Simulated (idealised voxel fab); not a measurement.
voxel trench capacitor: a process module
Cross-section cut spans 265 nm and uses square cells 5 nm in size.
Each cross-section below is a grid of square cells, stated as bands in top-down order, with one or more rows of cells making up each band. The band entry comprises the height of the band's top followed by the height of its bottom, expressed in nm, and subsequently the band's materials from left to right, each stated together with its width in nm. Where a single material is marked with the word "edge to edge", that material fills the band from edge to edge. The word "air" represents empty space. Height reference: 0 = level under which incoming wafer is all one material. Lowest band: no bottom, runs on downward, e.g. "top 0, no bottom". Think of "30->40" as a width that walks from the first number to the second as you go down the band, top row to bottom row, taking equal-sized steps from row to row. "changes: none" -> step changed no cross-section cell. "Fully sealed cavities" specifies each empty space that is not open to the top and that occupies no fewer than 8 cells, using the form width x height at distance, the distance measured from the left edge and all three quantities in nm. On a step's line, text after the settings is the simulator commenting on that step. "overlay nm" on a masked step: distance the mask lay right of its planned place, negative for left.
This section lists the process steps that were planned
1. op RECEIVE | material Si
2. op CONFORMAL_DEP | material SiN | thk nm 10
3. op PATTERN | tone open | mask id TRENCH | material resist | width nm 30 | pitch nm 45 | thk nm 15 | overlay nm 0
4. op DIRECTIONAL_ETCH | etch materials SiN | depth nm 10
5. op DIRECTIONAL_ETCH | etch materials Si | depth nm 40
6. op STRIP | etch materials resist
7. op CONFORMAL_DEP | material HfO2 | thk nm 5
8. op CONFORMAL_DEP | material TiN | thk nm 5
9. op FILL_DEP | material W | thk nm 5
10. op CMP | height nm 0
For clarity, it should be stated that the wafers under discussion commence in an identical condition and differ with respect to the height nm of step 10, the plan indicating the value that the first wafer had.
Cross-section of the first of several wafers on receipt, reflecting completion of step 1
    top 0, no bottom | Si edge to edge
    Fully sealed cavities: none
The first of several wafers, seen in cross-section after the module's last step, step 10
    top 0, bottom -30 | 70 Si / 5 HfO2 / 5 TiN / 10 W / 5 TiN / 5 HfO2 / 15 Si / 5 HfO2 / 5 TiN / 10 W / 5 TiN / 5 HfO2 / 15 Si / 5 HfO2 / 5 TiN / 10 W / 5 TiN / 5 HfO2 / 75 Si
    top -30, bottom -35 | 70 Si / 5 HfO2 / 20 TiN / 5 HfO2 / 15 Si / 5 HfO2 / 20 TiN / 5 HfO2 / 15 Si / 5 HfO2 / 20 TiN / 5 HfO2 / 75 Si
    top -35, bottom -40 | 70 Si / 30 HfO2 / 15 Si / 30 HfO2 / 15 Si / 30 HfO2 / 75 Si
    top -40, no bottom | Si edge to edge
    Fully sealed cavities: none
Last wafer at the end
    top 25, bottom 20 | W edge to edge
    top 20, bottom 15 | 80 TiN / 10 W / 35 TiN / 10 W / 35 TiN / 10 W / 85 TiN
    top 15, bottom 10 | 75 HfO2 / 5 TiN / 10 W / 5 TiN / 25 HfO2 / 5 TiN / 10 W / 5 TiN / 25 HfO2 / 5 TiN / 10 W / 5 TiN / 80 HfO2
    top 10, bottom 0 | 70 SiN / 5 HfO2 / 5 TiN / 10 W / 5 TiN / 5 HfO2 / 15 SiN / 5 HfO2 / 5 TiN / 10 W / 5 TiN / 5 HfO2 / 15 SiN / 5 HfO2 / 5 TiN / 10 W / 5 TiN / 5 HfO2 / 75 SiN
    top 0, bottom -30 | 70 Si / 5 HfO2 / 5 TiN / 10 W / 5 TiN / 5 HfO2 / 15 Si / 5 HfO2 / 5 TiN / 10 W / 5 TiN / 5 HfO2 / 15 Si / 5 HfO2 / 5 TiN / 10 W / 5 TiN / 5 HfO2 / 75 Si
    top -30, bottom -35 | 70 Si / 5 HfO2 / 20 TiN / 5 HfO2 / 15 Si / 5 HfO2 / 20 TiN / 5 HfO2 / 15 Si / 5 HfO2 / 20 TiN / 5 HfO2 / 75 Si
    top -35, bottom -40 | 70 Si / 30 HfO2 / 15 Si / 30 HfO2 / 15 Si / 30 HfO2 / 75 Si
    top -40, no bottom | Si edge to edge
    Fully sealed cavities: none
The rows of the table below are wafers. Looking at the end of the module, a row counts, for every material, the cells the wafer has gained, shown as (+), or lost, shown as (-), since it was received; its closed voids come next
height nm 0, +60 HfO2, -144 Si, +48 TiN, +36 W, Fully sealed cavities: none
height nm 5, +66 HfO2, -144 Si, +35 SiN, +54 TiN, +42 W, Fully sealed cavities: none
height nm 10, +72 HfO2, -144 Si, +70 SiN, +60 TiN, +48 W, Fully sealed cavities: none
height nm 15, +113 HfO2, -144 Si, +70 SiN, +66 TiN, +54 W, Fully sealed cavities: none
height nm 20, +113 HfO2, -144 Si, +70 SiN, +113 TiN, +60 W, Fully sealed cavities: none
height nm 25, +113 HfO2, -144 Si, +70 SiN, +113 TiN, +113 W, Fully sealed cavities: none
